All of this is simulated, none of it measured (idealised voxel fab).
process module | voxel released beams
cross-section cut | 260 nm wide | cells 5 nm
A cross-section is a grid of square cells, given in bands from the top down. A band is one or more rows of cells.
Each band's line starts with the height of the band's top and of its bottom, in nm. Then come its materials from left to right, each with its width in nm. One material with "throughout" fills the band from edge to edge. "air" is empty space.
Height 0 is the level under which the wafer as received is all one material. The lowest band goes on downwards, as in "0 down".
A width such as "30 to 40" changes by the same amount from each row of cells to the next, from the band's top row to its bottom row.
"no change" after a step means that no cell of the cross-section changed.
closed voids: empty space of 8 cells or more with no open way to the top, each as width x height at its distance from the left edge, in nm
after a step's settings: what the simulator itself notes on the step
overlay nm, on a step with a mask: how far to the right of its planned place the mask lay; to the left if negative
plan
1 op RECEIVE | material Si
2 op CONFORMAL_DEP | material SiN | thk nm 10
3 op DIRECTIONAL_DEP | material SiO2 | thk nm 10
4 op MASKED_ETCH | tone open | mask id ANCHOR | width nm 40 | etch materials SiO2 | depth nm 10 | overlay nm 0
5 op CONFORMAL_DEP | material TiN | thk nm 15
6 op DIRECTIONAL_DEP | material aC | thk nm 15
7 op PATTERN | tone cover | mask id BEAM | material resist | width nm 110 | thk nm 30 | overlay nm 0
8 op DIRECTIONAL_ETCH | etch materials aC | depth nm 15
9 op STRIP | etch materials resist
10 op DIRECTIONAL_ETCH | etch materials TiN | depth nm 15
11 op STRIP | etch materials aC
12 op STRIP | etch materials SiO2
first wafer, as planned
as received, after step 1
  0 down: Si throughout
  closed voids: none
after step 2
  10 to 0: SiN throughout
  below 0: unchanged
after step 3
  20 to 10: SiO2 throughout
  below 10: unchanged
after step 4
  20 to 10: SiO2 75 | air 40 | SiO2 145
  below 10: unchanged
after step 5
  35 to 25: TiN 90 | air 10 | TiN 160
  25 to 20: TiN throughout
  20 to 10: SiO2 75 | TiN 40 | SiO2 145
  below 10: unchanged
after step 6
  50 to 40: aC 90 | air 10 | aC 160
  40 to 35: aC throughout
  35 to 25: TiN 90 | aC 10 | TiN 160
  below 25: unchanged
after step 7
  80 to 50: air 70 | resist 110 | air 80
  50 to 40: aC 90 | resist 10 | aC 160
  below 40: unchanged
after step 8
  65 to 50: air 70 | resist 110 | air 80
  50 to 40: air 70 | aC 20 | resist 10 | aC 80 | air 80
  40 to 35: air 70 | aC 110 | air 80
  below 35: unchanged
after step 9
  50 to 40: air 70 | aC 20 | air 10 | aC 80 | air 80
  below 40: unchanged
after step 10
  50 to 40: air 70 | aC 20 | air 10 | aC 80 | air 80
  40 to 35: air 70 | aC 110 | air 80
  35 to 25: air 70 | TiN 20 | aC 10 | TiN 80 | air 80
  25 to 20: air 70 | TiN 110 | air 80
  below 20: unchanged
after step 11
  35 to 25: air 70 | TiN 20 | air 10 | TiN 80 | air 80
  below 25: unchanged
after step 12
  35 to 25: air 70 | TiN 20 | air 10 | TiN 80 | air 80
  25 to 20: air 70 | TiN 110 | air 80
  20 to 10: air 75 | TiN 40 | air 145
  below 10: unchanged
second wafer: like start, like plan, one mistake. Through step 5 it matches the first wafer
when step 6 should have ended
  50 to 40: SiN 90 | air 10 | SiN 160
  40 to 35: SiN throughout
  35 to 25: TiN 90 | SiN 10 | TiN 160
  below 25: unchanged
when step 7 should have ended
  80 to 50: air 70 | resist 110 | air 80
  50 to 40: SiN 90 | resist 10 | SiN 160
  below 40: unchanged
when step 8 should have ended
  65 to 50: air 70 | resist 110 | air 80
  below 50: unchanged
when step 9 should have ended
  50 to 40: SiN 90 | air 10 | SiN 160
  below 40: unchanged
when step 10 should have ended: no change
when step 11 should have ended: no change
when step 12 should have ended: no change
what went wrong: step 6 ran as: op DIRECTIONAL_DEP | material SiN | thk nm 15
at the end the second wafer has, in cells: 156 more of SiN | 88 more of SiO2 | 90 more of TiN
